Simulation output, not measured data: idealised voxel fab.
process module | voxel transistor to metal
cross-section cut | 225 nm wide | cells 5 nm
A cross-section is a grid of square cells, given in bands from the top down. A band is one or more rows of cells.
Each band's line starts with the height of the band's top and of its bottom, in nm. Then come its materials from left to right, each with its width in nm. One material with "throughout" fills the band from edge to edge. "air" is empty space.
Height 0 is the level under which the wafer as received is all one material. The lowest band goes on downwards, as in "0 down".
A width such as "30 to 40" changes by the same amount from each row of cells to the next, from the band's top row to its bottom row.
"no change" after a step means that no cell of the cross-section changed.
closed voids: empty space of 8 cells or more with no open way to the top, each as width x height at its distance from the left edge, in nm
after a step's settings: what the simulator itself notes on the step
overlay nm, on a step with a mask: how far to the right of its planned place the mask lay; to the left if negative
plan
1 op RECEIVE | material Si
2 op CONFORMAL_DEP | material SiO2 | thk nm 5
3 op CONFORMAL_DEP | material SiN | thk nm 15
4 op MASKED_ETCH | tone cover | mask id ACTIVE | width nm 85 | pitch nm 110 | etch materials SiN | depth nm 15 | overlay nm 0
5 op MASKED_ETCH | tone cover | mask id ACTIVE | width nm 85 | pitch nm 110 | etch materials SiO2 | depth nm 5 | overlay nm 0
6 op MASKED_ETCH | tone cover | mask id ACTIVE | width nm 85 | pitch nm 110 | etch materials Si | depth nm 30 | overlay nm 0
7 op OXIDIZE | depth nm 5
8 op FILL_DEP | material SiO2 | thk nm 10
9 op CMP | height nm 20
10 op SELECTIVE_ETCH | etch materials SiO2 | depth nm 10
11 op STRIP | etch materials SiN
12 op SELECTIVE_ETCH | etch materials SiO2 | depth nm 5
13 op OXIDIZE | depth nm 5
14 op DIRECTIONAL_DEP | material polySi | thk nm 25
15 op DIRECTIONAL_DEP | material SiCN | thk nm 15
16 op DIRECTIONAL_DEP | material aC | thk nm 10
17 op PATTERN | tone cover | mask id GATE | material resist | width nm 15 | pitch nm 110 | thk nm 30 | overlay nm 0
18 op DIRECTIONAL_ETCH | etch materials aC | depth nm 10
19 op STRIP | etch materials resist
20 op DIRECTIONAL_ETCH | etch materials SiCN | depth nm 25
21 op DIRECTIONAL_ETCH | etch materials polySi | depth nm 35
22 op STRIP | etch materials aC
23 op CONFORMAL_DEP | material SiN | thk nm 5
24 op DIRECTIONAL_ETCH | etch materials SiN | depth nm 5
25 op DIRECTIONAL_ETCH | etch materials SiO2 | depth nm 5
26 op DIRECTIONAL_ETCH | etch materials Si | depth nm 15
27 op EPI | material pSi | thk nm 15
28 op FILL_DEP | material SiO2 | thk nm 10
29 op CMP | height nm 40
30 op DIRECTIONAL_DEP | material SiO2 | thk nm 15
31 op MASKED_ETCH | tone open | mask id CONTACT | width nm 15 | etch materials SiO2 | depth nm 60 | overlay nm 0
32 op CONFORMAL_DEP | material TiN | thk nm 5
33 op FILL_DEP | material W | thk nm 5
34 op CMP | height nm 55
35 op CONFORMAL_DEP | material SiCN | thk nm 5
36 op DIRECTIONAL_DEP | material SiO2 | thk nm 15
37 op MASKED_ETCH | tone open | mask id METAL_1 | width nm 15 | etch materials SiO2 | depth nm 15 | overlay nm 0
38 op MASKED_ETCH | tone open | mask id METAL_1 | width nm 15 | etch materials SiCN | depth nm 5 | overlay nm 0
39 op CONFORMAL_DEP | material TiN | thk nm 5
40 op FILL_DEP | material Ru | thk nm 10
41 op CMP | height nm 75
42 op CONFORMAL_DEP | material SiN | thk nm 5
first wafer, as planned
as received, after step 1
  0 down: Si throughout
  closed voids: none
after step 2
  5 to 0: SiO2 throughout
  below 0: unchanged
after step 3
  20 to 5: SiN throughout
  below 5: unchanged
after step 4
  20 to 5: air 15 | SiN 85 | air 25 | SiN 85 | air 15
  below 5: unchanged
after step 5
  20 to 5: air 15 | SiN 85 | air 25 | SiN 85 | air 15
  5 to 0: air 15 | SiO2 85 | air 25 | SiO2 85 | air 15
  below 0: unchanged
after step 6
  20 to 5: air 15 | SiN 85 | air 25 | SiN 85 | air 15
  5 to 0: air 15 | SiO2 85 | air 25 | SiO2 85 | air 15
  0 to -30: air 15 | Si 85 | air 25 | Si 85 | air 15
  below -30: unchanged
after step 7
  20 to 5: air 15 | SiN 85 | air 25 | SiN 85 | air 15
  5 to 0: air 15 | SiO2 85 | air 25 | SiO2 85 | air 15
  0 to -30: air 15 | SiO2 5 | Si 75 | SiO2 5 | air 25 | SiO2 5 | Si 75 | SiO2 5 | air 15
  -30 to -35: SiO2 20 | Si 75 | SiO2 35 | Si 75 | SiO2 20
  below -35: unchanged
after step 8
  30 to 20: SiO2 throughout
  20 to 5: SiO2 15 | SiN 85 | SiO2 25 | SiN 85 | SiO2 15
  5 to 0: SiO2 throughout
  0 to -35: SiO2 20 | Si 75 | SiO2 35 | Si 75 | SiO2 20
  below -35: unchanged
after step 9
  20 to 5: SiO2 15 | SiN 85 | SiO2 25 | SiN 85 | SiO2 15
  below 5: unchanged
after step 10
  20 to 10: air 15 | SiN 85 | air 25 | SiN 85 | air 15
  below 10: unchanged
after step 11
  10 to 5: SiO2 15 | air 85 | SiO2 25 | air 85 | SiO2 15
  below 5: unchanged
after step 12
  5 to 0: SiO2 10 | air 95 | SiO2 15 | air 95 | SiO2 10
  below 0: unchanged
after step 13
  5 to 0: SiO2 10 | air 95 | SiO2 15 | air 95 | SiO2 10
  0 to -5: SiO2 throughout
  below -5: unchanged
after step 14
  30 to 25: polySi 10 | air 95 | polySi 15 | air 95 | polySi 10
  25 to 5: polySi throughout
  5 to 0: SiO2 10 | polySi 95 | SiO2 15 | polySi 95 | SiO2 10
  below 0: unchanged
after step 15
  45 to 40: SiCN 10 | air 95 | SiCN 15 | air 95 | SiCN 10
  40 to 30: SiCN throughout
  30 to 25: polySi 10 | SiCN 95 | polySi 15 | SiCN 95 | polySi 10
  below 25: unchanged
after step 16
  55 to 50: aC 10 | air 95 | aC 15 | air 95 | aC 10
  50 to 45: aC throughout
  45 to 40: SiCN 10 | aC 95 | SiCN 15 | aC 95 | SiCN 10
  below 40: unchanged
after step 17
  85 to 55: air 50 | resist 15 | air 95 | resist 15 | air 50
  55 to 50: aC 10 | air 40 | resist 15 | air 40 | aC 15 | air 40 | resist 15 | air 40 | aC 10
  below 50: unchanged
after step 18
  75 to 50: air 50 | resist 15 | air 95 | resist 15 | air 50
  50 to 45: air 50 | aC 15 | air 95 | aC 15 | air 50
  45 to 40: SiCN 10 | air 40 | aC 15 | air 40 | SiCN 15 | air 40 | aC 15 | air 40 | SiCN 10
  below 40: unchanged
after step 19
  50 to 45: air 50 | aC 15 | air 95 | aC 15 | air 50
  below 45: unchanged
after step 20
  50 to 40: air 50 | aC 15 | air 95 | aC 15 | air 50
  40 to 30: air 50 | SiCN 15 | air 95 | SiCN 15 | air 50
  30 to 25: polySi 10 | air 40 | SiCN 15 | air 40 | polySi 15 | air 40 | SiCN 15 | air 40 | polySi 10
  below 25: unchanged
after step 21
  50 to 40: air 50 | aC 15 | air 95 | aC 15 | air 50
  40 to 25: air 50 | SiCN 15 | air 95 | SiCN 15 | air 50
  25 to 5: air 50 | polySi 15 | air 95 | polySi 15 | air 50
  5 to 0: SiO2 10 | air 40 | polySi 15 | air 40 | SiO2 15 | air 40 | polySi 15 | air 40 | SiO2 10
  below 0: unchanged
after step 22
  40 to 25: air 50 | SiCN 15 | air 95 | SiCN 15 | air 50
  below 25: unchanged
after step 23
  45 to 40: air 45 | SiN 25 | air 85 | SiN 25 | air 45
  40 to 25: air 45 | SiN 5 | SiCN 15 | SiN 5 | air 85 | SiN 5 | SiCN 15 | SiN 5 | air 45
  25 to 10: air 45 | SiN 5 | polySi 15 | SiN 5 | air 85 | SiN 5 | polySi 15 | SiN 5 | air 45
  10 to 5: SiN 15 | air 30 | SiN 5 | polySi 15 | SiN 5 | air 30 | SiN 25 | air 30 | SiN 5 | polySi 15 | SiN 5 | air 30 | SiN 15
  5 to 0: SiO2 10 | SiN 40 | polySi 15 | SiN 40 | SiO2 15 | SiN 40 | polySi 15 | SiN 40 | SiO2 10
  below 0: unchanged
after step 24
  40 to 25: air 45 | SiN 5 | SiCN 15 | SiN 5 | air 85 | SiN 5 | SiCN 15 | SiN 5 | air 45
  25 to 5: air 45 | SiN 5 | polySi 15 | SiN 5 | air 85 | SiN 5 | polySi 15 | SiN 5 | air 45
  5 to 0: SiO2 10 | SiN 5 | air 30 | SiN 5 | polySi 15 | SiN 5 | air 30 | SiN 5 | SiO2 15 | SiN 5 | air 30 | SiN 5 | polySi 15 | SiN 5 | air 30 | SiN 5 | SiO2 10
  below 0: unchanged
after step 25
  40 to 25: air 45 | SiN 5 | SiCN 15 | SiN 5 | air 85 | SiN 5 | SiCN 15 | SiN 5 | air 45
  25 to 5: air 45 | SiN 5 | polySi 15 | SiN 5 | air 85 | SiN 5 | polySi 15 | SiN 5 | air 45
  5 to 0: air 10 | SiN 5 | air 30 | SiN 5 | polySi 15 | SiN 5 | air 30 | SiN 5 | air 15 | SiN 5 | air 30 | SiN 5 | polySi 15 | SiN 5 | air 30 | SiN 5 | air 10
  0 to -5: SiO2 15 | air 30 | SiO2 25 | air 30 | SiO2 25 | air 30 | SiO2 25 | air 30 | SiO2 15
  below -5: unchanged
after step 26
  40 to 25: air 45 | SiN 5 | SiCN 15 | SiN 5 | air 85 | SiN 5 | SiCN 15 | SiN 5 | air 45
  25 to 5: air 45 | SiN 5 | polySi 15 | SiN 5 | air 85 | SiN 5 | polySi 15 | SiN 5 | air 45
  5 to 0: air 10 | SiN 5 | air 30 | SiN 5 | polySi 15 | SiN 5 | air 30 | SiN 5 | air 15 | SiN 5 | air 30 | SiN 5 | polySi 15 | SiN 5 | air 30 | SiN 5 | air 10
  0 to -5: SiO2 15 | air 30 | SiO2 25 | air 30 | SiO2 25 | air 30 | SiO2 25 | air 30 | SiO2 15
  -5 to -20: SiO2 20 | air 25 | Si 25 | air 25 | SiO2 35 | air 25 | Si 25 | air 25 | SiO2 20
  below -20: unchanged
after step 27
  40 to 25: air 45 | SiN 5 | SiCN 15 | SiN 5 | air 85 | SiN 5 | SiCN 15 | SiN 5 | air 45
  25 to 10: air 45 | SiN 5 | polySi 15 | SiN 5 | air 85 | SiN 5 | polySi 15 | SiN 5 | air 45
  10 to 5: air 30 | pSi 15 | SiN 5 | polySi 15 | SiN 5 | pSi 15 | air 55 | pSi 15 | SiN 5 | polySi 15 | SiN 5 | pSi 15 | air 30
  5 to 0: air 10 | SiN 5 | air 15 | pSi 15 | SiN 5 | polySi 15 | SiN 5 | pSi 15 | air 15 | SiN 5 | air 15 | SiN 5 | air 15 | pSi 15 | SiN 5 | polySi 15 | SiN 5 | pSi 15 | air 15 | SiN 5 | air 10
  0 to -5: SiO2 15 | air 15 | pSi 15 | SiO2 25 | pSi 15 | air 15 | SiO2 25 | air 15 | pSi 15 | SiO2 25 | pSi 15 | air 15 | SiO2 15
  -5 to -20: SiO2 20 | pSi 25 | Si 25 | pSi 25 | SiO2 35 | pSi 25 | Si 25 | pSi 25 | SiO2 20
  below -20: unchanged
after step 28
  50 to 40: SiO2 throughout
  40 to 25: SiO2 45 | SiN 5 | SiCN 15 | SiN 5 | SiO2 85 | SiN 5 | SiCN 15 | SiN 5 | SiO2 45
  25 to 10: SiO2 45 | SiN 5 | polySi 15 | SiN 5 | SiO2 85 | SiN 5 | polySi 15 | SiN 5 | SiO2 45
  10 to 5: SiO2 30 | pSi 15 | SiN 5 | polySi 15 | SiN 5 | pSi 15 | SiO2 55 | pSi 15 | SiN 5 | polySi 15 | SiN 5 | pSi 15 | SiO2 30
  5 to 0: SiO2 10 | SiN 5 | SiO2 15 | pSi 15 | SiN 5 | polySi 15 | SiN 5 | pSi 15 | SiO2 15 | SiN 5 | SiO2 15 | SiN 5 | SiO2 15 | pSi 15 | SiN 5 | polySi 15 | SiN 5 | pSi 15 | SiO2 15 | SiN 5 | SiO2 10
  0 to -5: SiO2 30 | pSi 15 | SiO2 25 | pSi 15 | SiO2 55 | pSi 15 | SiO2 25 | pSi 15 | SiO2 30
  below -5: unchanged
after step 29
  40 to 25: SiO2 45 | SiN 5 | SiCN 15 | SiN 5 | SiO2 85 | SiN 5 | SiCN 15 | SiN 5 | SiO2 45
  below 25: unchanged
after step 30
  55 to 40: SiO2 throughout
  below 40: unchanged
after step 31
  55 to 40: SiO2 20 | air 15 | SiO2 45 | air 15 | SiO2 35 | air 15 | SiO2 45 | air 15 | SiO2 20
  40 to 25: SiO2 20 | air 15 | SiO2 10 | SiN 5 | SiCN 15 | SiN 5 | SiO2 10 | air 15 | SiO2 35 | air 15 | SiO2 10 | SiN 5 | SiCN 15 | SiN 5 | SiO2 10 | air 15 | SiO2 20
  25 to 10: SiO2 20 | air 15 | SiO2 10 | SiN 5 | polySi 15 | SiN 5 | SiO2 10 | air 15 | SiO2 35 | air 15 | SiO2 10 | SiN 5 | polySi 15 | SiN 5 | SiO2 10 | air 15 | SiO2 20
  10 to 5: SiO2 20 | air 10 | pSi 15 | SiN 5 | polySi 15 | SiN 5 | pSi 15 | air 10 | SiO2 35 | air 10 | pSi 15 | SiN 5 | polySi 15 | SiN 5 | pSi 15 | air 10 | SiO2 20
  5 to 0: SiO2 10 | SiN 5 | SiO2 5 | air 10 | pSi 15 | SiN 5 | polySi 15 | SiN 5 | pSi 15 | air 10 | SiO2 5 | SiN 5 | SiO2 15 | SiN 5 | SiO2 5 | air 10 | pSi 15 | SiN 5 | polySi 15 | SiN 5 | pSi 15 | air 10 | SiO2 5 | SiN 5 | SiO2 10
  0 to -5: SiO2 20 | air 10 | pSi 15 | SiO2 25 | pSi 15 | air 10 | SiO2 35 | air 10 | pSi 15 | SiO2 25 | pSi 15 | air 10 | SiO2 20
  below -5: unchanged
after step 32
  60 to 55: TiN 25 | air 5 | TiN 55 | air 5 | TiN 45 | air 5 | TiN 55 | air 5 | TiN 25
  55 to 40: SiO2 20 | TiN 5 | air 5 | TiN 5 | SiO2 45 | TiN 5 | air 5 | TiN 5 | SiO2 35 | TiN 5 | air 5 | TiN 5 | SiO2 45 | TiN 5 | air 5 | TiN 5 | SiO2 20
  40 to 25: SiO2 20 | TiN 5 | air 5 | TiN 5 | SiO2 10 | SiN 5 | SiCN 15 | SiN 5 | SiO2 10 | TiN 5 | air 5 | TiN 5 | SiO2 35 | TiN 5 | air 5 | TiN 5 | SiO2 10 | SiN 5 | SiCN 15 | SiN 5 | SiO2 10 | TiN 5 | air 5 | TiN 5 | SiO2 20
  25 to 15: SiO2 20 | TiN 5 | air 5 | TiN 5 | SiO2 10 | SiN 5 | polySi 15 | SiN 5 | SiO2 10 | TiN 5 | air 5 | TiN 5 | SiO2 35 | TiN 5 | air 5 | TiN 5 | SiO2 10 | SiN 5 | polySi 15 | SiN 5 | SiO2 10 | TiN 5 | air 5 | TiN 5 | SiO2 20
  15 to 10: SiO2 20 | TiN 15 | SiO2 10 | SiN 5 | polySi 15 | SiN 5 | SiO2 10 | TiN 15 | SiO2 35 | TiN 15 | SiO2 10 | SiN 5 | polySi 15 | SiN 5 | SiO2 10 | TiN 15 | SiO2 20
  10 to 5: SiO2 20 | TiN 10 | pSi 15 | SiN 5 | polySi 15 | SiN 5 | pSi 15 | TiN 10 | SiO2 35 | TiN 10 | pSi 15 | SiN 5 | polySi 15 | SiN 5 | pSi 15 | TiN 10 | SiO2 20
  5 to 0: SiO2 10 | SiN 5 | SiO2 5 | TiN 10 | pSi 15 | SiN 5 | polySi 15 | SiN 5 | pSi 15 | TiN 10 | SiO2 5 | SiN 5 | SiO2 15 | SiN 5 | SiO2 5 | TiN 10 | pSi 15 | SiN 5 | polySi 15 | SiN 5 | pSi 15 | TiN 10 | SiO2 5 | SiN 5 | SiO2 10
  0 to -5: SiO2 20 | TiN 10 | pSi 15 | SiO2 25 | pSi 15 | TiN 10 | SiO2 35 | TiN 10 | pSi 15 | SiO2 25 | pSi 15 | TiN 10 | SiO2 20
  below -5: unchanged
after step 33
  65 to 60: W throughout
  60 to 55: TiN 25 | W 5 | TiN 55 | W 5 | TiN 45 | W 5 | TiN 55 | W 5 | TiN 25
  55 to 40: SiO2 20 | TiN 5 | W 5 | TiN 5 | SiO2 45 | TiN 5 | W 5 | TiN 5 | SiO2 35 | TiN 5 | W 5 | TiN 5 | SiO2 45 | TiN 5 | W 5 | TiN 5 | SiO2 20
  40 to 25: SiO2 20 | TiN 5 | W 5 | TiN 5 | SiO2 10 | SiN 5 | SiCN 15 | SiN 5 | SiO2 10 | TiN 5 | W 5 | TiN 5 | SiO2 35 | TiN 5 | W 5 | TiN 5 | SiO2 10 | SiN 5 | SiCN 15 | SiN 5 | SiO2 10 | TiN 5 | W 5 | TiN 5 | SiO2 20
  25 to 15: SiO2 20 | TiN 5 | W 5 | TiN 5 | SiO2 10 | SiN 5 | polySi 15 | SiN 5 | SiO2 10 | TiN 5 | W 5 | TiN 5 | SiO2 35 | TiN 5 | W 5 | TiN 5 | SiO2 10 | SiN 5 | polySi 15 | SiN 5 | SiO2 10 | TiN 5 | W 5 | TiN 5 | SiO2 20
  below 15: unchanged
after step 34
  55 to 40: SiO2 20 | TiN 5 | W 5 | TiN 5 | SiO2 45 | TiN 5 | W 5 | TiN 5 | SiO2 35 | TiN 5 | W 5 | TiN 5 | SiO2 45 | TiN 5 | W 5 | TiN 5 | SiO2 20
  below 40: unchanged
after step 35
  60 to 55: SiCN throughout
  below 55: unchanged
after step 36
  75 to 60: SiO2 throughout
  below 60: unchanged
after step 37
  75 to 60: SiO2 20 | air 15 | SiO2 45 | air 15 | SiO2 35 | air 15 | SiO2 45 | air 15 | SiO2 20
  below 60: unchanged
after step 38
  75 to 60: SiO2 20 | air 15 | SiO2 45 | air 15 | SiO2 35 | air 15 | SiO2 45 | air 15 | SiO2 20
  60 to 55: SiCN 20 | air 15 | SiCN 45 | air 15 | SiCN 35 | air 15 | SiCN 45 | air 15 | SiCN 20
  below 55: unchanged
after step 39
  80 to 75: TiN 25 | air 5 | TiN 55 | air 5 | TiN 45 | air 5 | TiN 55 | air 5 | TiN 25
  75 to 60: SiO2 20 | TiN 5 | air 5 | TiN 5 | SiO2 45 | TiN 5 | air 5 | TiN 5 | SiO2 35 | TiN 5 | air 5 | TiN 5 | SiO2 45 | TiN 5 | air 5 | TiN 5 | SiO2 20
  60 to 55: SiCN 20 | TiN 15 | SiCN 45 | TiN 15 | SiCN 35 | TiN 15 | SiCN 45 | TiN 15 | SiCN 20
  below 55: unchanged
after step 40
  90 to 80: Ru throughout
  80 to 75: TiN 25 | Ru 5 | TiN 55 | Ru 5 | TiN 45 | Ru 5 | TiN 55 | Ru 5 | TiN 25
  75 to 60: SiO2 20 | TiN 5 | Ru 5 | TiN 5 | SiO2 45 | TiN 5 | Ru 5 | TiN 5 | SiO2 35 | TiN 5 | Ru 5 | TiN 5 | SiO2 45 | TiN 5 | Ru 5 | TiN 5 | SiO2 20
  below 60: unchanged
after step 41
  75 to 60: SiO2 20 | TiN 5 | Ru 5 | TiN 5 | SiO2 45 | TiN 5 | Ru 5 | TiN 5 | SiO2 35 | TiN 5 | Ru 5 | TiN 5 | SiO2 45 | TiN 5 | Ru 5 | TiN 5 | SiO2 20
  below 60: unchanged
after step 42
  80 to 75: SiN throughout
  below 75: unchanged
second wafer: like start, like plan, one mistake. Through step 30 it matches the first wafer
when step 31 should have ended
  55 to 40: air 20 | SiO2 15 | air 45 | SiO2 15 | air 35 | SiO2 15 | air 45 | SiO2 15 | air 20
  40 to 25: air 20 | SiO2 15 | air 10 | SiN 5 | SiCN 15 | SiN 5 | air 10 | SiO2 15 | air 35 | SiO2 15 | air 10 | SiN 5 | SiCN 15 | SiN 5 | air 10 | SiO2 15 | air 20
  25 to 10: air 20 | SiO2 15 | air 10 | SiN 5 | polySi 15 | SiN 5 | air 10 | SiO2 15 | air 35 | SiO2 15 | air 10 | SiN 5 | polySi 15 | SiN 5 | air 10 | SiO2 15 | air 20
  10 to 5: air 20 | SiO2 10 | pSi 15 | SiN 5 | polySi 15 | SiN 5 | pSi 15 | SiO2 10 | air 35 | SiO2 10 | pSi 15 | SiN 5 | polySi 15 | SiN 5 | pSi 15 | SiO2 10 | air 20
  5 to 0: air 10 | SiN 5 | air 5 | SiO2 10 | pSi 15 | SiN 5 | polySi 15 | SiN 5 | pSi 15 | SiO2 10 | air 5 | SiN 5 | air 15 | SiN 5 | air 5 | SiO2 10 | pSi 15 | SiN 5 | polySi 15 | SiN 5 | pSi 15 | SiO2 10 | air 5 | SiN 5 | air 10
  0 to -5: air 10 | SiO2 5 | air 5 | SiO2 10 | pSi 15 | SiO2 25 | pSi 15 | SiO2 10 | air 5 | SiO2 5 | air 15 | SiO2 5 | air 5 | SiO2 10 | pSi 15 | SiO2 25 | pSi 15 | SiO2 10 | air 5 | SiO2 5 | air 10
  below -5: unchanged
when step 32 should have ended
  60 to 55: air 15 | TiN 25 | air 35 | TiN 25 | air 25 | TiN 25 | air 35 | TiN 25 | air 15
  55 to 45: air 15 | TiN 5 | SiO2 15 | TiN 5 | air 35 | TiN 5 | SiO2 15 | TiN 5 | air 25 | TiN 5 | SiO2 15 | TiN 5 | air 35 | TiN 5 | SiO2 15 | TiN 5 | air 15
  45 to 40: air 15 | TiN 5 | SiO2 15 | TiN 45 | SiO2 15 | TiN 5 | air 25 | TiN 5 | SiO2 15 | TiN 45 | SiO2 15 | TiN 5 | air 15
  40 to 25: air 15 | TiN 5 | SiO2 15 | TiN 10 | SiN 5 | SiCN 15 | SiN 5 | TiN 10 | SiO2 15 | TiN 5 | air 25 | TiN 5 | SiO2 15 | TiN 10 | SiN 5 | SiCN 15 | SiN 5 | TiN 10 | SiO2 15 | TiN 5 | air 15
  25 to 10: air 15 | TiN 5 | SiO2 15 | TiN 10 | SiN 5 | polySi 15 | SiN 5 | TiN 10 | SiO2 15 | TiN 5 | air 25 | TiN 5 | SiO2 15 | TiN 10 | SiN 5 | polySi 15 | SiN 5 | TiN 10 | SiO2 15 | TiN 5 | air 15
  10 to 5: air 5 | TiN 15 | SiO2 10 | pSi 15 | SiN 5 | polySi 15 | SiN 5 | pSi 15 | SiO2 10 | TiN 15 | air 5 | TiN 15 | SiO2 10 | pSi 15 | SiN 5 | polySi 15 | SiN 5 | pSi 15 | SiO2 10 | TiN 15 | air 5
  5 to 0: air 5 | TiN 5 | SiN 5 | TiN 5 | SiO2 10 | pSi 15 | SiN 5 | polySi 15 | SiN 5 | pSi 15 | SiO2 10 | TiN 5 | SiN 5 | TiN 5 | air 5 | TiN 5 | SiN 5 | TiN 5 | SiO2 10 | pSi 15 | SiN 5 | polySi 15 | SiN 5 | pSi 15 | SiO2 10 | TiN 5 | SiN 5 | TiN 5 | air 5
  0 to -5: TiN 10 | SiO2 5 | TiN 5 | SiO2 10 | pSi 15 | SiO2 25 | pSi 15 | SiO2 10 | TiN 5 | SiO2 5 | TiN 15 | SiO2 5 | TiN 5 | SiO2 10 | pSi 15 | SiO2 25 | pSi 15 | SiO2 10 | TiN 5 | SiO2 5 | TiN 10
  below -5: unchanged
when step 33 should have ended
  65 to 60: W throughout
  60 to 55: W 15 | TiN 25 | W 35 | TiN 25 | W 25 | TiN 25 | W 35 | TiN 25 | W 15
  55 to 45: W 15 | TiN 5 | SiO2 15 | TiN 5 | W 35 | TiN 5 | SiO2 15 | TiN 5 | W 25 | TiN 5 | SiO2 15 | TiN 5 | W 35 | TiN 5 | SiO2 15 | TiN 5 | W 15
  45 to 40: W 15 | TiN 5 | SiO2 15 | TiN 45 | SiO2 15 | TiN 5 | W 25 | TiN 5 | SiO2 15 | TiN 45 | SiO2 15 | TiN 5 | W 15
  40 to 25: W 15 | TiN 5 | SiO2 15 | TiN 10 | SiN 5 | SiCN 15 | SiN 5 | TiN 10 | SiO2 15 | TiN 5 | W 25 | TiN 5 | SiO2 15 | TiN 10 | SiN 5 | SiCN 15 | SiN 5 | TiN 10 | SiO2 15 | TiN 5 | W 15
  25 to 10: W 15 | TiN 5 | SiO2 15 | TiN 10 | SiN 5 | polySi 15 | SiN 5 | TiN 10 | SiO2 15 | TiN 5 | W 25 | TiN 5 | SiO2 15 | TiN 10 | SiN 5 | polySi 15 | SiN 5 | TiN 10 | SiO2 15 | TiN 5 | W 15
  10 to 5: W 5 | TiN 15 | SiO2 10 | pSi 15 | SiN 5 | polySi 15 | SiN 5 | pSi 15 | SiO2 10 | TiN 15 | W 5 | TiN 15 | SiO2 10 | pSi 15 | SiN 5 | polySi 15 | SiN 5 | pSi 15 | SiO2 10 | TiN 15 | W 5
  5 to 0: W 5 | TiN 5 | SiN 5 | TiN 5 | SiO2 10 | pSi 15 | SiN 5 | polySi 15 | SiN 5 | pSi 15 | SiO2 10 | TiN 5 | SiN 5 | TiN 5 | W 5 | TiN 5 | SiN 5 | TiN 5 | SiO2 10 | pSi 15 | SiN 5 | polySi 15 | SiN 5 | pSi 15 | SiO2 10 | TiN 5 | SiN 5 | TiN 5 | W 5
  below 0: unchanged
when step 34 should have ended
  55 to 45: W 15 | TiN 5 | SiO2 15 | TiN 5 | W 35 | TiN 5 | SiO2 15 | TiN 5 | W 25 | TiN 5 | SiO2 15 | TiN 5 | W 35 | TiN 5 | SiO2 15 | TiN 5 | W 15
  below 45: unchanged
when step 35 should have ended
  60 to 55: SiCN throughout
  below 55: unchanged
when step 36 should have ended
  75 to 60: SiO2 throughout
  below 60: unchanged
when step 37 should have ended
  75 to 60: SiO2 20 | air 15 | SiO2 45 | air 15 | SiO2 35 | air 15 | SiO2 45 | air 15 | SiO2 20
  below 60: unchanged
when step 38 should have ended
  75 to 60: SiO2 20 | air 15 | SiO2 45 | air 15 | SiO2 35 | air 15 | SiO2 45 | air 15 | SiO2 20
  60 to 55: SiCN 20 | air 15 | SiCN 45 | air 15 | SiCN 35 | air 15 | SiCN 45 | air 15 | SiCN 20
  below 55: unchanged
when step 39 should have ended
  80 to 75: TiN 25 | air 5 | TiN 55 | air 5 | TiN 45 | air 5 | TiN 55 | air 5 | TiN 25
  75 to 60: SiO2 20 | TiN 5 | air 5 | TiN 5 | SiO2 45 | TiN 5 | air 5 | TiN 5 | SiO2 35 | TiN 5 | air 5 | TiN 5 | SiO2 45 | TiN 5 | air 5 | TiN 5 | SiO2 20
  60 to 55: SiCN 20 | TiN 15 | SiCN 45 | TiN 15 | SiCN 35 | TiN 15 | SiCN 45 | TiN 15 | SiCN 20
  below 55: unchanged
when step 40 should have ended
  90 to 80: Ru throughout
  80 to 75: TiN 25 | Ru 5 | TiN 55 | Ru 5 | TiN 45 | Ru 5 | TiN 55 | Ru 5 | TiN 25
  75 to 60: SiO2 20 | TiN 5 | Ru 5 | TiN 5 | SiO2 45 | TiN 5 | Ru 5 | TiN 5 | SiO2 35 | TiN 5 | Ru 5 | TiN 5 | SiO2 45 | TiN 5 | Ru 5 | TiN 5 | SiO2 20
  below 60: unchanged
when step 41 should have ended
  75 to 60: SiO2 20 | TiN 5 | Ru 5 | TiN 5 | SiO2 45 | TiN 5 | Ru 5 | TiN 5 | SiO2 35 | TiN 5 | Ru 5 | TiN 5 | SiO2 45 | TiN 5 | Ru 5 | TiN 5 | SiO2 20
  below 60: unchanged
when step 42 should have ended
  80 to 75: SiN throughout
  below 75: unchanged
what went wrong: step 31 ran as: op MASKED_ETCH | tone cover | mask id CONTACT | width nm 15 | etch materials SiO2 | depth nm 60 | overlay nm 0
at the end the second wafer has, in cells: 142 fewer of SiO2 | 41 more of TiN | 101 more of W
